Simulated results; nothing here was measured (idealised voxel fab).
Process module under the name voxel self aligned vias
Square cell edge 5 nm, section width 220 nm, ID cut.
Notation: cross-section as square-cell grid; stated in bands, top first, going down; one or more cell rows per band.
Band: top height; bottom height; in nm. Then, left to right: material with width in nm, for each material. "all across": a single material spanning edge to edge. "empty": empty space.
Below 0: as-received wafer, all one material; heights counted from there. Lowest band: no bottom, goes on down, written "0..down".
A width such as "30->40" changes by the same amount from each row of cells to the next, from the band's top row to its bottom row.
Reading "same as before" for a step: not a cell of the cross-section changed in it.
For the entry "Closed-off voids", the listed items are empty spaces with no open way to the top whose size is 8 cells or more; each item follows the pattern width x height at distance, where distance is from the left edge and all three are in nm.
Where a step's line continues beyond its settings, the continuation is a remark by the simulator itself on that step.
overlay nm: right-of-plan distance of the mask on a masked step; negative values mean left-of-plan.

## The planned process steps are enumerated hereunder
1 RECEIVE: material Si
2 CONFORMAL_DEP: material SiO2, thk nm 10
3 CONFORMAL_DEP: material SiCN, thk nm 5
4 DIRECTIONAL_DEP: material SiO2, thk nm 20
5 MASKED_ETCH: tone open, mask id LINES, width nm 20, pitch nm 60, etch materials SiO2, depth nm 20, overlay nm 0
6 CONFORMAL_DEP: material TiN, thk nm 5
7 FILL_DEP: material W, thk nm 5
8 CMP: height nm 35
9 SELECTIVE_ETCH: etch materials W Ru TiN, depth nm 10
10 FILL_DEP: material SiN, thk nm 5
11 CMP: height nm 35
12 DIRECTIONAL_DEP: material SiO2, thk nm 15
13 DIRECTIONAL_DEP: material aC, thk nm 15
14 PATTERN: tone open, mask id VIAS, material resist, width nm 40, pitch nm 120, thk nm 30, overlay nm 0
15 DIRECTIONAL_ETCH: etch materials aC, depth nm 15
16 STRIP: etch materials resist
17 DIRECTIONAL_ETCH: etch materials SiO2, depth nm 15
18 DIRECTIONAL_ETCH: etch materials SiN, depth nm 10
19 STRIP: etch materials aC
20 CONFORMAL_DEP: material TiN, thk nm 5
21 FILL_DEP: material W, thk nm 5
22 CMP: height nm 50
23 CONFORMAL_DEP: material SiCN, thk nm 5

## Account of the first of two wafers, which was processed as intended

## As-received wafer cross-section (after step 1)
    0..down  Si all across
    Closed-off voids: none

## Wafer after step 2 (cross-section)
    10..0  SiO2 all across
    All layers under 0 are left as they were.

## Wafer after step 3 (cross-section)
    15..10  SiCN all across
    All layers under 10 are left as they were.

## Wafer after step 4 (cross-section)
    35..15  SiO2 all across
    All layers under 15 are left as they were.

## Wafer after step 5 (cross-section)
    35..15  SiO2 40  empty 20  SiO2 40  empty 20  SiO2 40  empty 20  SiO2 40
    All layers under 15 are left as they were.

## Wafer after step 6 (cross-section)
    40..35  TiN 45  empty 10  TiN 50  empty 10  TiN 50  empty 10  TiN 45
    35..20  SiO2 40  TiN 5  empty 10  TiN 5  SiO2 40  TiN 5  empty 10  TiN 5  SiO2 40  TiN 5  empty 10  TiN 5  SiO2 40
    20..15  SiO2 40  TiN 20  SiO2 40  TiN 20  SiO2 40  TiN 20  SiO2 40
    All layers under 15 are left as they were.

## Wafer after step 7 (cross-section)
    45..40  W all across
    40..35  TiN 45  W 10  TiN 50  W 10  TiN 50  W 10  TiN 45
    35..20  SiO2 40  TiN 5  W 10  TiN 5  SiO2 40  TiN 5  W 10  TiN 5  SiO2 40  TiN 5  W 10  TiN 5  SiO2 40
    All layers under 20 are left as they were.

## Wafer after step 8 (cross-section)
    35..20  SiO2 40  TiN 5  W 10  TiN 5  SiO2 40  TiN 5  W 10  TiN 5  SiO2 40  TiN 5  W 10  TiN 5  SiO2 40
    All layers under 20 are left as they were.

## Wafer after step 9 (cross-section)
    35..25  SiO2 40  empty 20  SiO2 40  empty 20  SiO2 40  empty 20  SiO2 40
    All layers under 25 are left as they were.

## Wafer after step 10 (cross-section)
    40..35  SiN all across
    35..25  SiO2 40  SiN 20  SiO2 40  SiN 20  SiO2 40  SiN 20  SiO2 40
    All layers under 25 are left as they were.

## Wafer after step 11 (cross-section)
    35..25  SiO2 40  SiN 20  SiO2 40  SiN 20  SiO2 40  SiN 20  SiO2 40
    All layers under 25 are left as they were.

## Wafer after step 12 (cross-section)
    50..35  SiO2 all across
    All layers under 35 are left as they were.

## Wafer after step 13 (cross-section)
    65..50  aC all across
    All layers under 50 are left as they were.

## Wafer after step 14 (cross-section)
    95..65  resist 30  empty 40  resist 80  empty 40  resist 30
    All layers under 65 are left as they were.

## Wafer after step 15 (cross-section)
    80..65  resist 30  empty 40  resist 80  empty 40  resist 30
    65..50  aC 30  empty 40  aC 80  empty 40  aC 30
    All layers under 50 are left as they were.

## Wafer after step 16 (cross-section)
    65..50  aC 30  empty 40  aC 80  empty 40  aC 30
    All layers under 50 are left as they were.

## Wafer after step 17 (cross-section)
    65..50  aC 30  empty 40  aC 80  empty 40  aC 30
    50..35  SiO2 30  empty 40  SiO2 80  empty 40  SiO2 30
    All layers under 35 are left as they were.

## Wafer after step 18 (cross-section)
    65..50  aC 30  empty 40  aC 80  empty 40  aC 30
    50..35  SiO2 30  empty 40  SiO2 80  empty 40  SiO2 30
    35..25  SiO2 40  empty 20  SiO2 40  SiN 20  SiO2 40  empty 20  SiO2 40
    All layers under 25 are left as they were.

## Wafer after step 19 (cross-section)
    50..35  SiO2 30  empty 40  SiO2 80  empty 40  SiO2 30
    All layers under 35 are left as they were.

## Wafer after step 20 (cross-section)
    55..50  TiN 35  empty 30  TiN 90  empty 30  TiN 35
    50..40  SiO2 30  TiN 5  empty 30  TiN 5  SiO2 80  TiN 5  empty 30  TiN 5  SiO2 30
    40..35  SiO2 30  TiN 15  empty 10  TiN 15  SiO2 80  TiN 15  empty 10  TiN 15  SiO2 30
    35..30  SiO2 40  TiN 5  empty 10  TiN 5  SiO2 40  SiN 20  SiO2 40  TiN 5  empty 10  TiN 5  SiO2 40
    30..25  SiO2 40  TiN 20  SiO2 40  SiN 20  SiO2 40  TiN 20  SiO2 40
    All layers under 25 are left as they were.

## Wafer after step 21 (cross-section)
    60..55  W all across
    55..50  TiN 35  W 30  TiN 90  W 30  TiN 35
    50..40  SiO2 30  TiN 5  W 30  TiN 5  SiO2 80  TiN 5  W 30  TiN 5  SiO2 30
    40..35  SiO2 30  TiN 15  W 10  TiN 15  SiO2 80  TiN 15  W 10  TiN 15  SiO2 30
    35..30  SiO2 40  TiN 5  W 10  TiN 5  SiO2 40  SiN 20  SiO2 40  TiN 5  W 10  TiN 5  SiO2 40
    All layers under 30 are left as they were.

## Wafer after step 22 (cross-section)
    50..40  SiO2 30  TiN 5  W 30  TiN 5  SiO2 80  TiN 5  W 30  TiN 5  SiO2 30
    All layers under 40 are left as they were.

## Wafer after step 23 (cross-section)
    55..50  SiCN all across
    All layers under 50 are left as they were.

## Second wafer - shared start and plan with the first - one error in running - same as the first up to step 4 inclusive

## Here is the second wafer in cross-section at the point where step 5 of the plan should have been done
    35..15  empty 40  SiO2 20  empty 40  SiO2 20  empty 40  SiO2 20  empty 40
    All layers under 15 are left as they were.

## Here is the second wafer in cross-section at the point where step 6 of the plan should have been done
    40..35  empty 35  TiN 30  empty 30  TiN 30  empty 30  TiN 30  empty 35
    35..20  empty 35  TiN 5  SiO2 20  TiN 5  empty 30  TiN 5  SiO2 20  TiN 5  empty 30  TiN 5  SiO2 20  TiN 5  empty 35
    20..15  TiN 40  SiO2 20  TiN 40  SiO2 20  TiN 40  SiO2 20  TiN 40
    All layers under 15 are left as they were.

## Here is the second wafer in cross-section at the point where step 7 of the plan should have been done
    45..40  W all across
    40..35  W 35  TiN 30  W 30  TiN 30  W 30  TiN 30  W 35
    35..20  W 35  TiN 5  SiO2 20  TiN 5  W 30  TiN 5  SiO2 20  TiN 5  W 30  TiN 5  SiO2 20  TiN 5  W 35
    All layers under 20 are left as they were.

## Here is the second wafer in cross-section at the point where step 8 of the plan should have been done
    35..20  W 35  TiN 5  SiO2 20  TiN 5  W 30  TiN 5  SiO2 20  TiN 5  W 30  TiN 5  SiO2 20  TiN 5  W 35
    All layers under 20 are left as they were.

## Here is the second wafer in cross-section at the point where step 9 of the plan should have been done
    35..25  empty 40  SiO2 20  empty 40  SiO2 20  empty 40  SiO2 20  empty 40
    All layers under 25 are left as they were.

## Here is the second wafer in cross-section at the point where step 10 of the plan should have been done
    40..35  SiN all across
    35..25  SiN 40  SiO2 20  SiN 40  SiO2 20  SiN 40  SiO2 20  SiN 40
    All layers under 25 are left as they were.

## Here is the second wafer in cross-section at the point where step 11 of the plan should have been done
    35..25  SiN 40  SiO2 20  SiN 40  SiO2 20  SiN 40  SiO2 20  SiN 40
    All layers under 25 are left as they were.

## Here is the second wafer in cross-section at the point where step 12 of the plan should have been done
    50..35  SiO2 all across
    All layers under 35 are left as they were.

## Here is the second wafer in cross-section at the point where step 13 of the plan should have been done
    65..50  aC all across
    All layers under 50 are left as they were.

## Here is the second wafer in cross-section at the point where step 14 of the plan should have been done
    95..65  resist 30  empty 40  resist 80  empty 40  resist 30
    All layers under 65 are left as they were.

## Here is the second wafer in cross-section at the point where step 15 of the plan should have been done
    80..65  resist 30  empty 40  resist 80  empty 40  resist 30
    65..50  aC 30  empty 40  aC 80  empty 40  aC 30
    All layers under 50 are left as they were.

## Here is the second wafer in cross-section at the point where step 16 of the plan should have been done
    65..50  aC 30  empty 40  aC 80  empty 40  aC 30
    All layers under 50 are left as they were.

## Here is the second wafer in cross-section at the point where step 17 of the plan should have been done
    65..50  aC 30  empty 40  aC 80  empty 40  aC 30
    50..35  SiO2 30  empty 40  SiO2 80  empty 40  SiO2 30
    All layers under 35 are left as they were.

## Here is the second wafer in cross-section at the point where step 18 of the plan should have been done
    65..50  aC 30  empty 40  aC 80  empty 40  aC 30
    50..35  SiO2 30  empty 40  SiO2 80  empty 40  SiO2 30
    35..25  SiN 30  empty 10  SiO2 20  empty 10  SiN 30  SiO2 20  SiN 30  empty 10  SiO2 20  empty 10  SiN 30
    All layers under 25 are left as they were.

## Here is the second wafer in cross-section at the point where step 19 of the plan should have been done
    50..35  SiO2 30  empty 40  SiO2 80  empty 40  SiO2 30
    All layers under 35 are left as they were.

## Here is the second wafer in cross-section at the point where step 20 of the plan should have been done
    55..50  TiN 35  empty 30  TiN 90  empty 30  TiN 35
    50..40  SiO2 30  TiN 5  empty 30  TiN 5  SiO2 80  TiN 5  empty 30  TiN 5  SiO2 30
    40..35  SiO2 30  TiN 40  SiO2 80  TiN 40  SiO2 30
    35..25  SiN 30  TiN 10  SiO2 20  TiN 10  SiN 30  SiO2 20  SiN 30  TiN 10  SiO2 20  TiN 10  SiN 30
    All layers under 25 are left as they were.

## Here is the second wafer in cross-section at the point where step 21 of the plan should have been done
    60..55  W all across
    55..50  TiN 35  W 30  TiN 90  W 30  TiN 35
    50..40  SiO2 30  TiN 5  W 30  TiN 5  SiO2 80  TiN 5  W 30  TiN 5  SiO2 30
    All layers under 40 are left as they were.

## Here is the second wafer in cross-section at the point where step 22 of the plan should have been done
    50..40  SiO2 30  TiN 5  W 30  TiN 5  SiO2 80  TiN 5  W 30  TiN 5  SiO2 30
    All layers under 40 are left as they were.

## Here is the second wafer in cross-section at the point where step 23 of the plan should have been done
    55..50  SiCN all across
    All layers under 50 are left as they were.
Deviation from plan: step 5 off recipe, ran as MASKED_ETCH: tone cover, mask id LINES, width nm 20, pitch nm 60, etch materials SiO2, depth nm 20, overlay nm 0
at the end the second wafer has, in cells: SiN +40 | SiO2 -80 | TiN +28 | W +12
